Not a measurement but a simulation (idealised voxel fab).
Process module in this document: voxel self aligned contacts
Square cells of 5 nm make up the cross-section cut, whose width is 295 nm.
Think of the cross-section as a grid of square cells. We describe it in bands, top to bottom, and each band covers one or more rows of those cells. The entry gives the band's vertical extent as a top height and a bottom height in nm, then its horizontal make-up as materials from left to right, each with a width in nm. "empty" stands for empty space; a single material marked "edge to edge" fills the band edge to edge. For the purposes of this specification, 0 denotes the height below which the wafer in its as-received condition is composed wholly of one material, and the lowermost band, lacking a lower limit, extends downward without end, as expressed in "top 0, no bottom". So if you see something like "30..40" for the width, read it as the top row of the band sitting at the first number and the bottom row at the second, with every row in between moving by the same amount as the last. You'll sometimes find "no alterations made" written for a step, and that's the way of saying that nowhere in the cross-section did a cell change during that step. The list in "Closed void register" covers empty spaces of 8 cells or more that cannot reach the top through any open way, and it gives each as width x height at distance; the distance is from the left edge, and width, height and distance are in nm. Past the settings on a step's line: simulator remark, on that step. overlay nm: step with mask; distance mask lay right of planned place; negative value = left of planned place.
-- The steps planned for the process are as follows
1 RECEIVE: material Si
2 CONFORMAL_DEP: material SiO2, thk nm 5
3 DIRECTIONAL_DEP: material polySi, thk nm 20
4 DIRECTIONAL_DEP: material SiN, thk nm 20
5 DIRECTIONAL_DEP: material aC, thk nm 10
6 PATTERN: tone cover, mask id GATE, material resist, width nm 30, pitch nm 75, thk nm 25, overlay nm 0
7 DIRECTIONAL_ETCH: etch materials aC, depth nm 10
8 STRIP: etch materials resist
9 DIRECTIONAL_ETCH: etch materials SiN, depth nm 20
10 DIRECTIONAL_ETCH: etch materials polySi, depth nm 20
11 STRIP: etch materials aC
12 CONFORMAL_DEP: material SiN, thk nm 10
13 DIRECTIONAL_ETCH: etch materials SiN, depth nm 10
14 FILL_DEP: material SiO2, thk nm 20
15 CMP: height nm 55
16 DIRECTIONAL_DEP: material aC, thk nm 15
17 PATTERN: tone open, mask id CONTACT, material resist, width nm 55, thk nm 30, overlay nm 0
18 DIRECTIONAL_ETCH: etch materials aC, depth nm 15
19 STRIP: etch materials resist
20 DIRECTIONAL_ETCH: etch materials SiO2, depth nm 55
21 STRIP: etch materials aC
22 CONFORMAL_DEP: material TiN, thk nm 5
23 FILL_DEP: material W, thk nm 5
24 CMP: height nm 55
25 CONFORMAL_DEP: material SiN, thk nm 5
-- Wafer at receipt (post step 1), cross-section
  top 0, no bottom = Si edge to edge
  Closed void register: none
-- Cross-section: first of two wafers, module finished, run according to plan
  top 60, bottom 55 = SiN edge to edge
  top 55, bottom 45 = SiO2 120  TiN 5..20  W 45..15  TiN 5..20  SiO2 120
  top 45, bottom 25 = SiO2 85  SiN 50  TiN 5  W 15  TiN 5  SiN 50  SiO2 85
  top 25, bottom 5 = SiO2 85  SiN 10  polySi 30  SiN 10  TiN 5  W 15  TiN 5  SiN 10  polySi 30  SiN 10  SiO2 85
  top 5, bottom 0 = SiO2 135  TiN 25  SiO2 135
  top 0, no bottom = Si edge to edge
  Closed void register: none
-- Cross-section, wafer two of two, end of module: same start and plan as wafer one, one error in execution
  top 60, bottom 55 = SiN edge to edge
  top 55, bottom 40 = SiO2 120  TiN 5  W 45  TiN 5  SiO2 120
  top 40, bottom 35 = SiO2 120  TiN 10  W 35  TiN 10  SiO2 120
  top 35, bottom 25 = SiO2 95  SiN 30  TiN 5  W 35  TiN 5  SiN 30  SiO2 95
  top 25, bottom 5 = SiO2 95  polySi 30  TiN 5  W 35  TiN 5  polySi 30  SiO2 95
  top 5, bottom 0 = SiO2 125  TiN 45  SiO2 125
  top 0, no bottom = Si edge to edge
  Closed void register: none
Which mistake was made when the wafer was run? step 12 of the plan: omitted, not performed
End check, counted in cells, second wafer has more or fewer of these materials than the first: SiN: 88 fewer, SiO2: 48 more, W: 40 more
